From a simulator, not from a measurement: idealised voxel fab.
This section sets out a process module, namely voxel ribs on slabs.
cross-section cut | 145 nm wide | cells 5 nm
Bands, listed from the top down, are how a cross-section gets written in this document; the cross-section itself is a grid of square cells, and a band is one or more rows of them. Read a band's entry like this: the first values are the height of its top and the height of its bottom in nm, and what follows is the sequence of materials from left to right, each with its width in nm. Note that "blank" is empty space, and that a single material marked "full width" reaches across the band from edge to edge. Heights are measured from 0, the level below which the as-received wafer is all one material; the lowest band has no bottom and continues downward, written as in "0..down". Width "30->40": first value at the band's top row of cells, second value at its bottom row, equal change from row to row. "nothing altered" (step): cross-section cells unchanged, all of them. "Sealed cavities" means: voids of 8 cells or more that are shut off from the top with no open way through. Written width x height at distance, distance from the left edge, in nm. Step line, after settings: the simulator's comment on this step. The line of a step may include "overlay nm". On a step with a mask, this value is how far to the right of its planned place the mask lay. A negative value means the mask lay to the left. Layout of what follows: cross-section pairs, each bracketing one process step, the after cross-section shown only to the lowest band that changed, the step between and its settings noted under each pair. Pairs may originate in different runs of this module on the same starting wafer; a pair continues from the pair above only where its entry headed "Cross-section, before" says so.

Cross-section, before:
* 0..down = Si full width
* Sealed cavities: none

after:
* 25..0 = SiO2 full width
* At heights below 0, the structure remains unaltered.
* Sealed cavities: none
Transition step, before and after shown above: DIRECTIONAL_DEP with material SiO2, thk nm 25

Cross-section, before: per the after cross-section of the pair just above.

after:
* 45..25 = polySi full width
* At heights below 25, the structure remains unaltered.
* Sealed cavities: none
Transition step, before and after shown above: DIRECTIONAL_DEP with material polySi, thk nm 20

Cross-section, before: per the after cross-section of the pair just above.

after:
* 55..45 = aC full width
* At heights below 45, the structure remains unaltered.
* Sealed cavities: none
Transition step, before and after shown above: DIRECTIONAL_DEP with material aC, thk nm 10

Cross-section, before: per the after cross-section of the pair just above.

after:
* 80..55 = blank 60 / resist 20 / blank 65
* At heights below 55, the structure remains unaltered.
* Sealed cavities: none
Transition step, before and after shown above: PATTERN with tone cover, mask id RIB, material resist, width nm 20, thk nm 25, overlay nm 0

Cross-section, before: per the after cross-section of the pair just above.

after:
* 70..55 = blank 60 / resist 20 / blank 65
* 55..45 = blank 60 / aC 20 / blank 65
* At heights below 45, the structure remains unaltered.
* Sealed cavities: none
Transition step, before and after shown above: DIRECTIONAL_ETCH with etch materials aC, depth nm 10

Cross-section, before: per the after cross-section of the pair just above.

after:
* 55..45 = blank 60 / aC 20 / blank 65
* At heights below 45, the structure remains unaltered.
* Sealed cavities: none
Transition step, before and after shown above: STRIP with etch materials resist

Cross-section, before: per the after cross-section of the pair just above.

after:
* 55..45 = blank 60 / aC 20 / blank 65
* 45..30 = blank 60 / polySi 20 / blank 65
* At heights below 30, the structure remains unaltered.
* Sealed cavities: none
Transition step, before and after shown above: DIRECTIONAL_ETCH with etch materials polySi, depth nm 15

Cross-section, before: per the after cross-section of the pair just above.

after:
* 45..30 = blank 60 / polySi 20 / blank 65
* At heights below 30, the structure remains unaltered.
* Sealed cavities: none
Transition step, before and after shown above: STRIP with etch materials aC

Cross-section, before: per the after cross-section of the pair just above.

after:
* 60..45 = blank 60 / aC 20 / blank 65
* 45..30 = aC 60 / polySi 20 / aC 65
* At heights below 30, the structure remains unaltered.
* Sealed cavities: none
Transition step, before and after shown above: DIRECTIONAL_DEP with material aC, thk nm 15

Cross-section, before: per the after cross-section of the pair just above.

after:
* 90..60 = blank 40 / resist 60 / blank 45
* 60..45 = blank 40 / resist 20 / aC 20 / resist 20 / blank 45
* At heights below 45, the structure remains unaltered.
* Sealed cavities: none
Transition step, before and after shown above: PATTERN with tone cover, mask id SLAB, material resist, width nm 60, thk nm 30, overlay nm 0

Cross-section, before: per the after cross-section of the pair just above.

after:
* 75..60 = blank 40 / resist 60 / blank 45
* 60..45 = blank 40 / resist 20 / aC 20 / resist 20 / blank 45
* 45..30 = blank 40 / aC 20 / polySi 20 / aC 20 / blank 45
* At heights below 30, the structure remains unaltered.
* Sealed cavities: none
Transition step, before and after shown above: DIRECTIONAL_ETCH with etch materials aC, depth nm 15

Cross-section, before: per the after cross-section of the pair just above.

after:
* 60..45 = blank 60 / aC 20 / blank 65
* At heights below 45, the structure remains unaltered.
* Sealed cavities: none
Transition step, before and after shown above: STRIP with etch materials resist

Cross-section, before: per the after cross-section of the pair just above.

after:
* 60..45 = blank 60 / aC 20 / blank 65
* 45..30 = blank 40 / aC 20 / polySi 20 / aC 20 / blank 45
* 30..25 = blank 40 / polySi 60 / blank 45
* At heights below 25, the structure remains unaltered.
* Sealed cavities: none
Transition step, before and after shown above: DIRECTIONAL_ETCH with etch materials polySi, depth nm 5

Cross-section, before: per the after cross-section of the pair just above.

after:
* 45..30 = blank 60 / polySi 20 / blank 65
* At heights below 30, the structure remains unaltered.
* Sealed cavities: none
Transition step, before and after shown above: STRIP with etch materials aC

Cross-section, before: per the after cross-section of the pair just above.

after:
* 65..45 = SiO2 full width
* 45..30 = SiO2 60 / polySi 20 / SiO2 65
* 30..25 = SiO2 40 / polySi 60 / SiO2 45
* At heights below 25, the structure remains unaltered.
* Sealed cavities: none
Transition step, before and after shown above: FILL_DEP with material SiO2, thk nm 20

Cross-section, before: per the after cross-section of the pair just above.

after:
* 55..45 = SiO2 full width
* At heights below 45, the structure remains unaltered.
* Sealed cavities: none
Transition step, before and after shown above: CMP with height nm 55

Cross-section, before: per the after cross-section of the pair just above.

after:
* 65..55 = TiN full width
* At heights below 55, the structure remains unaltered.
* Sealed cavities: none
Transition step, before and after shown above: DIRECTIONAL_DEP with material TiN, thk nm 10

Cross-section, before: per the after cross-section of the pair just above.

after:
* 85..65 = blank 55 / resist 30 / blank 60
* At heights below 65, the structure remains unaltered.
* Sealed cavities: none
Transition step, before and after shown above: PATTERN with tone cover, mask id HEATER, material resist, width nm 30, thk nm 20, overlay nm 0

Cross-section, before: per the after cross-section of the pair just above.

after:
* 85..65 = blank 55 / resist 30 / blank 60
* 65..55 = blank 55 / TiN 30 / blank 60
* At heights below 55, the structure remains unaltered.
* Sealed cavities: none
Transition step, before and after shown above: DIRECTIONAL_ETCH with etch materials TiN, depth nm 10

Cross-section, before: per the after cross-section of the pair just above.

after:
* 65..55 = blank 55 / TiN 30 / blank 60
* At heights below 55, the structure remains unaltered.
* Sealed cavities: none
Transition step, before and after shown above: STRIP with etch materials resist

Cross-section, before: per the after cross-section of the pair just above.

after:
* 75..65 = blank 45 / SiO2 50 / blank 50
* 65..55 = SiO2 55 / TiN 30 / SiO2 60
* At heights below 55, the structure remains unaltered.
* Sealed cavities: none
Transition step, before and after shown above: CONFORMAL_DEP with material SiO2, thk nm 10

Cross-section, before:
* 45..25 = polySi full width
* 25..0 = SiO2 full width
* 0..down = Si full width
* Sealed cavities: none

after:
* 65..25 = polySi full width
* At heights below 25, the structure remains unaltered.
* Sealed cavities: none
Transition step, before and after shown above: DIRECTIONAL_DEP with material polySi, thk nm 20

Cross-section, before: per the after cross-section of the pair just above.

after:
* 75..65 = aC full width
* At heights below 65, the structure remains unaltered.
* Sealed cavities: none
Transition step, before and after shown above: DIRECTIONAL_DEP with material aC, thk nm 10

Cross-section, before: per the after cross-section of the pair just above.

after:
* 100..75 = blank 60 / resist 20 / blank 65
* At heights below 75, the structure remains unaltered.
* Sealed cavities: none
Transition step, before and after shown above: PATTERN with tone cover, mask id RIB, material resist, width nm 20, thk nm 25, overlay nm 0

Cross-section, before: per the after cross-section of the pair just above.

after:
* 90..75 = blank 60 / resist 20 / blank 65
* 75..65 = blank 60 / aC 20 / blank 65
* At heights below 65, the structure remains unaltered.
* Sealed cavities: none
Transition step, before and after shown above: DIRECTIONAL_ETCH with etch materials aC, depth nm 10

Cross-section, before: per the after cross-section of the pair just above.

after:
* 75..65 = blank 60 / aC 20 / blank 65
* At heights below 65, the structure remains unaltered.
* Sealed cavities: none
Transition step, before and after shown above: STRIP with etch materials resist

Cross-section, before: per the after cross-section of the pair just above.

after:
* 75..65 = blank 60 / aC 20 / blank 65
* 65..50 = blank 60 / polySi 20 / blank 65
* At heights below 50, the structure remains unaltered.
* Sealed cavities: none
Transition step, before and after shown above: DIRECTIONAL_ETCH with etch materials polySi, depth nm 15

Cross-section, before: per the after cross-section of the pair just above.

after:
* 65..50 = blank 60 / polySi 20 / blank 65
* At heights below 50, the structure remains unaltered.
* Sealed cavities: none
Transition step, before and after shown above: STRIP with etch materials aC

Cross-section, before: per the after cross-section of the pair just above.

after:
* 80..65 = blank 60 / aC 20 / blank 65
* 65..50 = aC 60 / polySi 20 / aC 65
* At heights below 50, the structure remains unaltered.
* Sealed cavities: none
Transition step, before and after shown above: DIRECTIONAL_DEP with material aC, thk nm 15

Cross-section, before: per the after cross-section of the pair just above.

after:
* 110..80 = blank 40 / resist 60 / blank 45
* 80..65 = blank 40 / resist 20 / aC 20 / resist 20 / blank 45
* At heights below 65, the structure remains unaltered.
* Sealed cavities: none
Transition step, before and after shown above: PATTERN with tone cover, mask id SLAB, material resist, width nm 60, thk nm 30, overlay nm 0

Cross-section, before: per the after cross-section of the pair just above.

after:
* 95..80 = blank 40 / resist 60 / blank 45
* 80..65 = blank 40 / resist 20 / aC 20 / resist 20 / blank 45
* 65..50 = blank 40 / aC 20 / polySi 20 / aC 20 / blank 45
* At heights below 50, the structure remains unaltered.
* Sealed cavities: none
Transition step, before and after shown above: DIRECTIONAL_ETCH with etch materials aC, depth nm 15

Cross-section, before: per the after cross-section of the pair just above.

after:
* 80..65 = blank 60 / aC 20 / blank 65
* At heights below 65, the structure remains unaltered.
* Sealed cavities: none
Transition step, before and after shown above: STRIP with etch materials resist

Cross-section, before: per the after cross-section of the pair just above.

after:
* 80..65 = blank 60 / aC 20 / blank 65
* 65..50 = blank 40 / aC 20 / polySi 20 / aC 20 / blank 45
* 50..45 = blank 40 / polySi 60 / blank 45
* At heights below 45, the structure remains unaltered.
* Sealed cavities: none
Transition step, before and after shown above: DIRECTIONAL_ETCH with etch materials polySi, depth nm 5

Cross-section, before: per the after cross-section of the pair just above.

after:
* 65..50 = blank 60 / polySi 20 / blank 65
* At heights below 50, the structure remains unaltered.
* Sealed cavities: none
Transition step, before and after shown above: STRIP with etch materials aC

Cross-section, before: per the after cross-section of the pair just above.

after:
* 85..65 = SiO2 full width
* 65..50 = SiO2 60 / polySi 20 / SiO2 65
* 50..45 = SiO2 40 / polySi 60 / SiO2 45
* At heights below 45, the structure remains unaltered.
* Sealed cavities: none
Transition step, before and after shown above: FILL_DEP with material SiO2, thk nm 20

Cross-section, before: per the after cross-section of the pair just above.

after:
* 55..45 = SiO2 60->40 / polySi 20->60 / SiO2 65->45
* At heights below 45, the structure remains unaltered.
* Sealed cavities: none
Transition step, before and after shown above: CMP with height nm 55

Cross-section, before: per the after cross-section of the pair just above.

after:
* 65..55 = TiN full width
* At heights below 55, the structure remains unaltered.
* Sealed cavities: none
Transition step, before and after shown above: DIRECTIONAL_DEP with material TiN, thk nm 10

Cross-section, before: per the after cross-section of the pair just above.

after:
* 85..65 = blank 55 / resist 30 / blank 60
* At heights below 65, the structure remains unaltered.
* Sealed cavities: none
Transition step, before and after shown above: PATTERN with tone cover, mask id HEATER, material resist, width nm 30, thk nm 20, overlay nm 0

Cross-section, before: per the after cross-section of the pair just above.

after:
* 85..65 = blank 55 / resist 30 / blank 60
* 65..55 = blank 55 / TiN 30 / blank 60
* At heights below 55, the structure remains unaltered.
* Sealed cavities: none
Transition step, before and after shown above: DIRECTIONAL_ETCH with etch materials TiN, depth nm 10

Cross-section, before: per the after cross-section of the pair just above.

after:
* 65..55 = blank 55 / TiN 30 / blank 60
* At heights below 55, the structure remains unaltered.
* Sealed cavities: none
Transition step, before and after shown above: STRIP with etch materials resist

Cross-section, before: per the after cross-section of the pair just above.

after:
* 75..65 = blank 45 / SiO2 50 / blank 50
* 65..55 = SiO2 55 / TiN 30 / SiO2 60
* At heights below 55, the structure remains unaltered.
* Sealed cavities: none
Transition step, before and after shown above: CONFORMAL_DEP with material SiO2, thk nm 10

Cross-section, before:
* 0..down = Si full width
* Sealed cavities: none

after:
* 20..0 = polySi full width
* At heights below 0, the structure remains unaltered.
* Sealed cavities: none
Transition step, before and after shown above: DIRECTIONAL_DEP with material polySi, thk nm 20

Cross-section, before: per the after cross-section of the pair just above.

after:
* 45..20 = SiO2 full width
* At heights below 20, the structure remains unaltered.
* Sealed cavities: none
Transition step, before and after shown above: DIRECTIONAL_DEP with material SiO2, thk nm 25

Cross-section, before: per the after cross-section of the pair just above.

after:
* 55..45 = aC full width
* At heights below 45, the structure remains unaltered.
* Sealed cavities: none
Transition step, before and after shown above: DIRECTIONAL_DEP with material aC, thk nm 10

Cross-section, before: per the after cross-section of the pair just above.

after:
* 80..55 = blank 60 / resist 20 / blank 65
* At heights below 55, the structure remains unaltered.
* Sealed cavities: none
Transition step, before and after shown above: PATTERN with tone cover, mask id RIB, material resist, width nm 20, thk nm 25, overlay nm 0

Cross-section, before: per the after cross-section of the pair just above.

after:
* 70..55 = blank 60 / resist 20 / blank 65
* 55..45 = blank 60 / aC 20 / blank 65
* At heights below 45, the structure remains unaltered.
* Sealed cavities: none
Transition step, before and after shown above: DIRECTIONAL_ETCH with etch materials aC, depth nm 10

Cross-section, before: per the after cross-section of the pair just above.

after:
* 55..45 = blank 60 / aC 20 / blank 65
* At heights below 45, the structure remains unaltered.
* Sealed cavities: none
Transition step, before and after shown above: STRIP with etch materials resist

Cross-section, before: per the after cross-section of the pair just above.

after:
* 45..20 = SiO2 full width
* At heights below 20, the structure remains unaltered.
* Sealed cavities: none
Transition step, before and after shown above: STRIP with etch materials aC

Cross-section, before: per the after cross-section of the pair just above.

after:
* 60..45 = aC full width
* At heights below 45, the structure remains unaltered.
* Sealed cavities: none
Transition step, before and after shown above: DIRECTIONAL_DEP with material aC, thk nm 15

Cross-section, before: per the after cross-section of the pair just above.

after:
* 90..60 = blank 40 / resist 60 / blank 45
* At heights below 60, the structure remains unaltered.
* Sealed cavities: none
Transition step, before and after shown above: PATTERN with tone cover, mask id SLAB, material resist, width nm 60, thk nm 30, overlay nm 0

Cross-section, before: per the after cross-section of the pair just above.

after:
* 75..60 = blank 40 / resist 60 / blank 45
* 60..45 = blank 40 / aC 60 / blank 45
* At heights below 45, the structure remains unaltered.
* Sealed cavities: none
Transition step, before and after shown above: DIRECTIONAL_ETCH with etch materials aC, depth nm 15

Cross-section, before: per the after cross-section of the pair just above.

after:
* 60..45 = blank 40 / aC 60 / blank 45
* At heights below 45, the structure remains unaltered.
* Sealed cavities: none
Transition step, before and after shown above: STRIP with etch materials resist

Cross-section, before: per the after cross-section of the pair just above.

after:
* 45..20 = SiO2 full width
* At heights below 20, the structure remains unaltered.
* Sealed cavities: none
Transition step, before and after shown above: STRIP with etch materials aC

Cross-section, before: per the after cross-section of the pair just above.

after:
* 65..20 = SiO2 full width
* At heights below 20, the structure remains unaltered.
* Sealed cavities: none
Transition step, before and after shown above: FILL_DEP with material SiO2, thk nm 20

Cross-section, before: per the after cross-section of the pair just above.

after:
* 55..20 = SiO2 full width
* At heights below 20, the structure remains unaltered.
* Sealed cavities: none
Transition step, before and after shown above: CMP with height nm 55

Cross-section, before: per the after cross-section of the pair just above.

after:
* 65..55 = TiN full width
* At heights below 55, the structure remains unaltered.
* Sealed cavities: none
Transition step, before and after shown above: DIRECTIONAL_DEP with material TiN, thk nm 10

Cross-section, before: per the after cross-section of the pair just above.

after:
* 85..65 = blank 55 / resist 30 / blank 60
* At heights below 65, the structure remains unaltered.
* Sealed cavities: none
Transition step, before and after shown above: PATTERN with tone cover, mask id HEATER, material resist, width nm 30, thk nm 20, overlay nm 0

Cross-section, before: per the after cross-section of the pair just above.

after:
* 85..65 = blank 55 / resist 30 / blank 60
* 65..55 = blank 55 / TiN 30 / blank 60
* At heights below 55, the structure remains unaltered.
* Sealed cavities: none
Transition step, before and after shown above: DIRECTIONAL_ETCH with etch materials TiN, depth nm 10

Cross-section, before: per the after cross-section of the pair just above.

after:
* 65..55 = blank 55 / TiN 30 / blank 60
* At heights below 55, the structure remains unaltered.
* Sealed cavities: none
Transition step, before and after shown above: STRIP with etch materials resist

Cross-section, before: per the after cross-section of the pair just above.

after:
* 75..65 = blank 45 / SiO2 50 / blank 50
* 65..55 = SiO2 55 / TiN 30 / SiO2 60
* At heights below 55, the structure remains unaltered.
* Sealed cavities: none
Transition step, before and after shown above: CONFORMAL_DEP with material SiO2, thk nm 10

Cross-section, before:
* 85..65 = blank 55 / resist 30 / blank 60
* 65..55 = TiN full width
* 55..45 = SiO2 full width
* 45..30 = SiO2 60 / polySi 20 / SiO2 65
* 30..25 = SiO2 40 / polySi 60 / SiO2 45
* 25..0 = SiO2 full width
* 0..down = Si full width
* Sealed cavities: none

after:
* 85..65 = blank 55 / resist 30 / blank 60
* 65..60 = blank 55 / TiN 30 / blank 60
* At heights below 60, the structure remains unaltered.
* Sealed cavities: none
Transition step, before and after shown above: DIRECTIONAL_ETCH with etch materials TiN, depth nm 5

Cross-section, before: per the after cross-section of the pair just above.

after:
* 65..60 = blank 55 / TiN 30 / blank 60
* At heights below 60, the structure remains unaltered.
* Sealed cavities: none
Transition step, before and after shown above: STRIP with etch materials resist

Cross-section, before: per the after cross-section of the pair just above.

after:
* 75..70 = blank 45 / SiO2 50 / blank 50
* 70..65 = SiO2 full width
* 65..60 = SiO2 55 / TiN 30 / SiO2 60
* At heights below 60, the structure remains unaltered.
* Sealed cavities: none
Transition step, before and after shown above: CONFORMAL_DEP with material SiO2, thk nm 10

Cross-section, before:
* 55..45 = aC full width
* 45..25 = polySi full width
* 25..0 = SiO2 full width
* 0..down = Si full width
* Sealed cavities: none

after:
* 80..55 = blank 60 / resist 25 / blank 60
* At heights below 55, the structure remains unaltered.
* Sealed cavities: none
Transition step, before and after shown above: PATTERN with tone cover, mask id RIB, material resist, width nm 25, thk nm 25, overlay nm 0

Cross-section, before: per the after cross-section of the pair just above.

after:
* 70..55 = blank 60 / resist 25 / blank 60
* 55..45 = blank 60 / aC 25 / blank 60
* At heights below 45, the structure remains unaltered.
* Sealed cavities: none
Transition step, before and after shown above: DIRECTIONAL_ETCH with etch materials aC, depth nm 10

Cross-section, before: per the after cross-section of the pair just above.

after:
* 55..45 = blank 60 / aC 25 / blank 60
* At heights below 45, the structure remains unaltered.
* Sealed cavities: none
Transition step, before and after shown above: STRIP with etch materials resist

Cross-section, before: per the after cross-section of the pair just above.

after:
* 55..45 = blank 60 / aC 25 / blank 60
* 45..30 = blank 60 / polySi 25 / blank 60
* At heights below 30, the structure remains unaltered.
* Sealed cavities: none
Transition step, before and after shown above: DIRECTIONAL_ETCH with etch materials polySi, depth nm 15

Cross-section, before: per the after cross-section of the pair just above.

after:
* 45..30 = blank 60 / polySi 25 / blank 60
* At heights below 30, the structure remains unaltered.
* Sealed cavities: none
Transition step, before and after shown above: STRIP with etch materials aC

Cross-section, before: per the after cross-section of the pair just above.

after:
* 60..45 = blank 60 / aC 25 / blank 60
* 45..30 = aC 60 / polySi 25 / aC 60
* At heights below 30, the structure remains unaltered.
* Sealed cavities: none
Transition step, before and after shown above: DIRECTIONAL_DEP with material aC, thk nm 15

Cross-section, before: per the after cross-section of the pair just above.

after:
* 90..60 = blank 40 / resist 60 / blank 45
* 60..45 = blank 40 / resist 20 / aC 25 / resist 15 / blank 45
* At heights below 45, the structure remains unaltered.
* Sealed cavities: none
Transition step, before and after shown above: PATTERN with tone cover, mask id SLAB, material resist, width nm 60, thk nm 30, overlay nm 0

Cross-section, before: per the after cross-section of the pair just above.

after:
* 75..60 = blank 40 / resist 60 / blank 45
* 60..45 = blank 40 / resist 20 / aC 25 / resist 15 / blank 45
* 45..30 = blank 40 / aC 20 / polySi 25 / aC 15 / blank 45
* At heights below 30, the structure remains unaltered.
* Sealed cavities: none
Transition step, before and after shown above: DIRECTIONAL_ETCH with etch materials aC, depth nm 15

Cross-section, before: per the after cross-section of the pair just above.

after:
* 60..45 = blank 60 / aC 25 / blank 60
* At heights below 45, the structure remains unaltered.
* Sealed cavities: none
Transition step, before and after shown above: STRIP with etch materials resist

Cross-section, before: per the after cross-section of the pair just above.

after:
* 60..45 = blank 60 / aC 25 / blank 60
* 45..30 = blank 40 / aC 20 / polySi 25 / aC 15 / blank 45
* 30..25 = blank 40 / polySi 60 / blank 45
* At heights below 25, the structure remains unaltered.
* Sealed cavities: none
Transition step, before and after shown above: DIRECTIONAL_ETCH with etch materials polySi, depth nm 5

Cross-section, before: per the after cross-section of the pair just above.

after:
* 45..30 = blank 60 / polySi 25 / blank 60
* At heights below 30, the structure remains unaltered.
* Sealed cavities: none
Transition step, before and after shown above: STRIP with etch materials aC

Cross-section, before: per the after cross-section of the pair just above.

after:
* 65..45 = SiO2 full width
* 45..30 = SiO2 60 / polySi 25 / SiO2 60
* 30..25 = SiO2 40 / polySi 60 / SiO2 45
* At heights below 25, the structure remains unaltered.
* Sealed cavities: none
Transition step, before and after shown above: FILL_DEP with material SiO2, thk nm 20

Cross-section, before: per the after cross-section of the pair just above.

after:
* 55..45 = SiO2 full width
* At heights below 45, the structure remains unaltered.
* Sealed cavities: none
Transition step, before and after shown above: CMP with height nm 55

Cross-section, before: per the after cross-section of the pair just above.

after:
* 65..55 = TiN full width
* At heights below 55, the structure remains unaltered.
* Sealed cavities: none
Transition step, before and after shown above: DIRECTIONAL_DEP with material TiN, thk nm 10

Cross-section, before: per the after cross-section of the pair just above.

after:
* 85..65 = blank 55 / resist 30 / blank 60
* At heights below 65, the structure remains unaltered.
* Sealed cavities: none
Transition step, before and after shown above: PATTERN with tone cover, mask id HEATER, material resist, width nm 30, thk nm 20, overlay nm 0

Cross-section, before: per the after cross-section of the pair just above.

after:
* 85..65 = blank 55 / resist 30 / blank 60
* 65..55 = blank 55 / TiN 30 / blank 60
* At heights below 55, the structure remains unaltered.
* Sealed cavities: none
Transition step, before and after shown above: DIRECTIONAL_ETCH with etch materials TiN, depth nm 10

Cross-section, before: per the after cross-section of the pair just above.

after:
* 65..55 = blank 55 / TiN 30 / blank 60
* At heights below 55, the structure remains unaltered.
* Sealed cavities: none
Transition step, before and after shown above: STRIP with etch materials resist

Cross-section, before: per the after cross-section of the pair just above.

after:
* 75..65 = blank 45 / SiO2 50 / blank 50
* 65..55 = SiO2 55 / TiN 30 / SiO2 60
* At heights below 55, the structure remains unaltered.
* Sealed cavities: none
Transition step, before and after shown above: CONFORMAL_DEP with material SiO2, thk nm 10

Cross-section, before:
* 60..45 = blank 60 / aC 20 / blank 65
* 45..30 = aC 60 / polySi 20 / aC 65
* 30..25 = polySi full width
* 25..0 = SiO2 full width
* 0..down = Si full width
* Sealed cavities: none

after:
* 90..60 = blank 35 / resist 60 / blank 50
* 60..45 = blank 35 / resist 25 / aC 20 / resist 15 / blank 50
* At heights below 45, the structure remains unaltered.
* Sealed cavities: none
Transition step, before and after shown above: PATTERN with tone cover, mask id SLAB, material resist, width nm 60, thk nm 30, overlay nm -5

Cross-section, before: per the after cross-section of the pair just above.

after:
* 75..60 = blank 35 / resist 60 / blank 50
* 60..45 = blank 35 / resist 25 / aC 20 / resist 15 / blank 50
* 45..30 = blank 35 / aC 25 / polySi 20 / aC 15 / blank 50
* At heights below 30, the structure remains unaltered.
* Sealed cavities: none
Transition step, before and after shown above: DIRECTIONAL_ETCH with etch materials aC, depth nm 15

Cross-section, before: per the after cross-section of the pair just above.

after:
* 60..45 = blank 60 / aC 20 / blank 65
* At heights below 45, the structure remains unaltered.
* Sealed cavities: none
Transition step, before and after shown above: STRIP with etch materials resist

Cross-section, before: per the after cross-section of the pair just above.

after:
* 60..45 = blank 60 / aC 20 / blank 65
* 45..30 = blank 35 / aC 25 / polySi 20 / aC 15 / blank 50
* 30..25 = blank 35 / polySi 60 / blank 50
* At heights below 25, the structure remains unaltered.
* Sealed cavities: none
Transition step, before and after shown above: DIRECTIONAL_ETCH with etch materials polySi, depth nm 5

Cross-section, before: per the after cross-section of the pair just above.

after:
* 45..30 = blank 60 / polySi 20 / blank 65
* At heights below 30, the structure remains unaltered.
* Sealed cavities: none
Transition step, before and after shown above: STRIP with etch materials aC

Cross-section, before: per the after cross-section of the pair just above.

after:
* 65..45 = SiO2 full width
* 45..30 = SiO2 60 / polySi 20 / SiO2 65
* 30..25 = SiO2 35 / polySi 60 / SiO2 50
* At heights below 25, the structure remains unaltered.
* Sealed cavities: none
Transition step, before and after shown above: FILL_DEP with material SiO2, thk nm 20

Cross-section, before: per the after cross-section of the pair just above.

after:
* 55..45 = SiO2 full width
* At heights below 45, the structure remains unaltered.
* Sealed cavities: none
Transition step, before and after shown above: CMP with height nm 55

Cross-section, before: per the after cross-section of the pair just above.

after:
* 65..55 = TiN full width
* At heights below 55, the structure remains unaltered.
* Sealed cavities: none
Transition step, before and after shown above: DIRECTIONAL_DEP with material TiN, thk nm 10

Cross-section, before: per the after cross-section of the pair just above.

after:
* 85..65 = blank 55 / resist 30 / blank 60
* At heights below 65, the structure remains unaltered.
* Sealed cavities: none
Transition step, before and after shown above: PATTERN with tone cover, mask id HEATER, material resist, width nm 30, thk nm 20, overlay nm 0

Cross-section, before: per the after cross-section of the pair just above.

after:
* 85..65 = blank 55 / resist 30 / blank 60
* 65..55 = blank 55 / TiN 30 / blank 60
* At heights below 55, the structure remains unaltered.
* Sealed cavities: none
Transition step, before and after shown above: DIRECTIONAL_ETCH with etch materials TiN, depth nm 10

Cross-section, before: per the after cross-section of the pair just above.

after:
* 65..55 = blank 55 / TiN 30 / blank 60
* At heights below 55, the structure remains unaltered.
* Sealed cavities: none
Transition step, before and after shown above: STRIP with etch materials resist

Cross-section, before: per the after cross-section of the pair just above.

after:
* 75..65 = blank 45 / SiO2 50 / blank 50
* 65..55 = SiO2 55 / TiN 30 / SiO2 60
* At heights below 55, the structure remains unaltered.
* Sealed cavities: none
Transition step, before and after shown above: CONFORMAL_DEP with material SiO2, thk nm 10

Cross-section, before:
* 25..0 = SiO2 full width
* 0..down = Si full width
* Sealed cavities: none

after:
* 45..25 = TiN full width
* At heights below 25, the structure remains unaltered.
* Sealed cavities: none
Transition step, before and after shown above: DIRECTIONAL_DEP with material TiN, thk nm 20

Cross-section, before: per the after cross-section of the pair just above.

after:
* 55..45 = aC full width
* At heights below 45, the structure remains unaltered.
* Sealed cavities: none
Transition step, before and after shown above: DIRECTIONAL_DEP with material aC, thk nm 10

Cross-section, before: per the after cross-section of the pair just above.

after:
* 80..55 = blank 60 / resist 20 / blank 65
* At heights below 55, the structure remains unaltered.
* Sealed cavities: none
Transition step, before and after shown above: PATTERN with tone cover, mask id RIB, material resist, width nm 20, thk nm 25, overlay nm 0

Cross-section, before: per the after cross-section of the pair just above.

after:
* 70..55 = blank 60 / resist 20 / blank 65
* 55..45 = blank 60 / aC 20 / blank 65
* At heights below 45, the structure remains unaltered.
* Sealed cavities: none
Transition step, before and after shown above: DIRECTIONAL_ETCH with etch materials aC, depth nm 10

Cross-section, before: per the after cross-section of the pair just above.

after:
* 55..45 = blank 60 / aC 20 / blank 65
* At heights below 45, the structure remains unaltered.
* Sealed cavities: none
Transition step, before and after shown above: STRIP with etch materials resist

Cross-section, before: per the after cross-section of the pair just above.

after:
* 45..25 = TiN full width
* At heights below 25, the structure remains unaltered.
* Sealed cavities: none
Transition step, before and after shown above: STRIP with etch materials aC

Cross-section, before: per the after cross-section of the pair just above.

after:
* 60..45 = aC full width
* At heights below 45, the structure remains unaltered.
* Sealed cavities: none
Transition step, before and after shown above: DIRECTIONAL_DEP with material aC, thk nm 15

Cross-section, before: per the after cross-section of the pair just above.

after:
* 90..60 = blank 40 / resist 60 / blank 45
* At heights below 60, the structure remains unaltered.
* Sealed cavities: none
Transition step, before and after shown above: PATTERN with tone cover, mask id SLAB, material resist, width nm 60, thk nm 30, overlay nm 0

Cross-section, before: per the after cross-section of the pair just above.

after:
* 75..60 = blank 40 / resist 60 / blank 45
* 60..45 = blank 40 / aC 60 / blank 45
* At heights below 45, the structure remains unaltered.
* Sealed cavities: none
Transition step, before and after shown above: DIRECTIONAL_ETCH with etch materials aC, depth nm 15

Cross-section, before: per the after cross-section of the pair just above.

after:
* 60..45 = blank 40 / aC 60 / blank 45
* At heights below 45, the structure remains unaltered.
* Sealed cavities: none
Transition step, before and after shown above: STRIP with etch materials resist

Cross-section, before: per the after cross-section of the pair just above.

after:
* 45..25 = TiN full width
* At heights below 25, the structure remains unaltered.
* Sealed cavities: none
Transition step, before and after shown above: STRIP with etch materials aC

Cross-section, before: per the after cross-section of the pair just above.

after:
* 65..45 = SiO2 full width
* At heights below 45, the structure remains unaltered.
* Sealed cavities: none
Transition step, before and after shown above: FILL_DEP with material SiO2, thk nm 20

Cross-section, before: per the after cross-section of the pair just above.

after:
* 55..45 = SiO2 full width
* At heights below 45, the structure remains unaltered.
* Sealed cavities: none
Transition step, before and after shown above: CMP with height nm 55

Cross-section, before: per the after cross-section of the pair just above.

after:
* 65..55 = TiN full width
* At heights below 55, the structure remains unaltered.
* Sealed cavities: none
Transition step, before and after shown above: DIRECTIONAL_DEP with material TiN, thk nm 10

Cross-section, before: per the after cross-section of the pair just above.

after:
* 85..65 = blank 55 / resist 30 / blank 60
* At heights below 65, the structure remains unaltered.
* Sealed cavities: none
Transition step, before and after shown above: PATTERN with tone cover, mask id HEATER, material resist, width nm 30, thk nm 20, overlay nm 0

Cross-section, before: per the after cross-section of the pair just above.

after:
* 85..65 = blank 55 / resist 30 / blank 60
* 65..55 = blank 55 / TiN 30 / blank 60
* At heights below 55, the structure remains unaltered.
* Sealed cavities: none
Transition step, before and after shown above: DIRECTIONAL_ETCH with etch materials TiN, depth nm 10

Cross-section, before: per the after cross-section of the pair just above.

after:
* 65..55 = blank 55 / TiN 30 / blank 60
* At heights below 55, the structure remains unaltered.
* Sealed cavities: none
Transition step, before and after shown above: STRIP with etch materials resist

Cross-section, before: per the after cross-section of the pair just above.

after:
* 75..65 = blank 45 / SiO2 50 / blank 50
* 65..55 = SiO2 55 / TiN 30 / SiO2 60
* At heights below 55, the structure remains unaltered.
* Sealed cavities: none
Transition step, before and after shown above: CONFORMAL_DEP with material SiO2, thk nm 10
